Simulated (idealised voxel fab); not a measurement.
The name of this process module is voxel capacitor over wiring.
For reference, the cross-section in this document is cut, with width 140 nm and square cells of 5 nm.
A cross-section is written here as square cells arranged in a grid, and it is given in bands from the top down, each band taking up one or more rows of cells. Heads up on the band format: heights come first, top then bottom, in nm. After that it's the materials left to right, each with its width in nm. A single material flagged "everywhere" fills the whole band edge to edge, and "blank" means there's empty space there. Below 0: as-received wafer, all one material; heights counted from there. Lowest band: no bottom, goes on down, written "from 0 down". Think of "30 to 40" as a width that walks from the first number to the second as you go down the band, top row to bottom row, taking equal-sized steps from row to row. When a step is marked "no change", none of the cells in the cross-section changed during that step. Reported under the label "Closed internal cavities" are the empty spaces having no open way to the top and comprising 8 cells or more; the notation for each is width x height at distance, in which the distance is measured from the left edge and all three values are in nm. Read whatever lies past the settings on a step's line as the simulator's own remark about the step. When a step includes a mask, the "overlay nm" setting on its line states how far to the right of its planned place that mask lay, and negative values state how far to the left.

THE FOLLOWING LIST GIVES THE PLANNED PROCESS STEPS
1: RECEIVE (material Si)
2: CONFORMAL_DEP (material SiO2; thk nm 10)
3: CONFORMAL_DEP (material SiN; thk nm 5)
4: DIRECTIONAL_DEP (material lowk; thk nm 20)
5: MASKED_ETCH (tone open; mask id METAL_1; width nm 20; pitch nm 85; etch materials lowk; depth nm 20; overlay nm 0)
6: MASKED_ETCH (tone open; mask id METAL_1; width nm 20; pitch nm 85; etch materials SiN; depth nm 5; overlay nm 0)
7: CONFORMAL_DEP (material TiN; thk nm 5)
8: FILL_DEP (material Ru; thk nm 10)
9: CMP (height nm 35)
10: CONFORMAL_DEP (material SiCN; thk nm 5)
11: DIRECTIONAL_DEP (material SiO2; thk nm 10)
12: MASKED_ETCH (tone open; mask id PLUG_1; width nm 15; etch materials SiO2; depth nm 10; overlay nm 0)
13: MASKED_ETCH (tone open; mask id PLUG_1; width nm 15; etch materials SiCN; depth nm 5; overlay nm 0)
14: EPI (material Ru; thk nm 10)
15: EPI (material Ru; thk nm 5)
16: DIRECTIONAL_DEP (material TiN; thk nm 5)
17: DIRECTIONAL_DEP (material SiN; thk nm 5)
18: DIRECTIONAL_DEP (material TiN; thk nm 10)
19: DIRECTIONAL_DEP (material aC; thk nm 10)
20: PATTERN (tone cover; mask id UPPER_PLATE; material resist; width nm 70; thk nm 30; overlay nm 0)
21: DIRECTIONAL_ETCH (etch materials aC; depth nm 10)
22: STRIP (etch materials resist)
23: DIRECTIONAL_ETCH (etch materials TiN; depth nm 10)
24: DIRECTIONAL_ETCH (etch materials SiN; depth nm 5)
25: STRIP (etch materials aC)
26: DIRECTIONAL_DEP (material aC; thk nm 15)
27: PATTERN (tone cover; mask id LOWER_PLATE; material resist; width nm 80; thk nm 35; overlay nm 0)
28: DIRECTIONAL_ETCH (etch materials aC; depth nm 15)
29: STRIP (etch materials resist)
30: DIRECTIONAL_ETCH (etch materials TiN; depth nm 5)
31: STRIP (etch materials aC)
32: FILL_DEP (material SiO2; thk nm 15)
33: CMP (height nm 80)
34: PATTERN (tone open; mask id PLUG_2; material resist; width nm 15; thk nm 15; overlay nm 0)
35: DIRECTIONAL_ETCH (etch materials SiO2; depth nm 10)
36: STRIP (etch materials resist)
37: CONFORMAL_DEP (material TiN; thk nm 5)
38: FILL_DEP (material Cu; thk nm 10)
39: CMP (height nm 80)
40: CONFORMAL_DEP (material SiN; thk nm 5)

DELIVERED WAFER IN CROSS-SECTION: STATE AFTER STEP 1
  from 0 down  Si everywhere
  Closed internal cavities: none

RESULT OF THE MODULE, CROSS-SECTIONED: START PER ABOVE, PLAN PER ABOVE, ONE ERROR IN HOW IT WAS RUN
  from 85 to 80  SiN everywhere
  from 80 to 75  30 nm SiO2 | 5 nm TiN | 5 nm Cu | 5 nm TiN | 95 nm SiO2
  from 75 to 70  30 nm SiO2 | 15 nm TiN | 95 nm SiO2
  from 70 to 60  20 nm SiO2 | 70 nm TiN | 50 nm SiO2
  from 60 to 55  20 nm SiO2 | 70 nm SiN | 50 nm SiO2
  from 55 to 50  15 nm SiO2 | 80 nm TiN | 45 nm SiO2
  from 50 to 40  20 nm SiO2 | 15 nm Ru | 105 nm SiO2
  from 40 to 35  20 nm SiCN | 15 nm Ru | 105 nm SiCN
  from 35 to 20  15 nm lowk | 5 nm TiN | 10 nm Ru | 5 nm TiN | 65 nm lowk | 5 nm TiN | 10 nm Ru | 5 nm TiN | 20 nm lowk
  from 20 to 15  15 nm lowk | 20 nm TiN | 65 nm lowk | 20 nm TiN | 20 nm lowk
  from 15 to 5  SiO2 everywhere
  from 5 to 0  SiN everywhere
  from 0 down  Si everywhere
  Closed internal cavities: none
It is concluded that the wafer was processed incorrectly with respect to the plan, in that the intended sequence of steps 2 and 3 was reversed during processing, with each occupying the position of the other
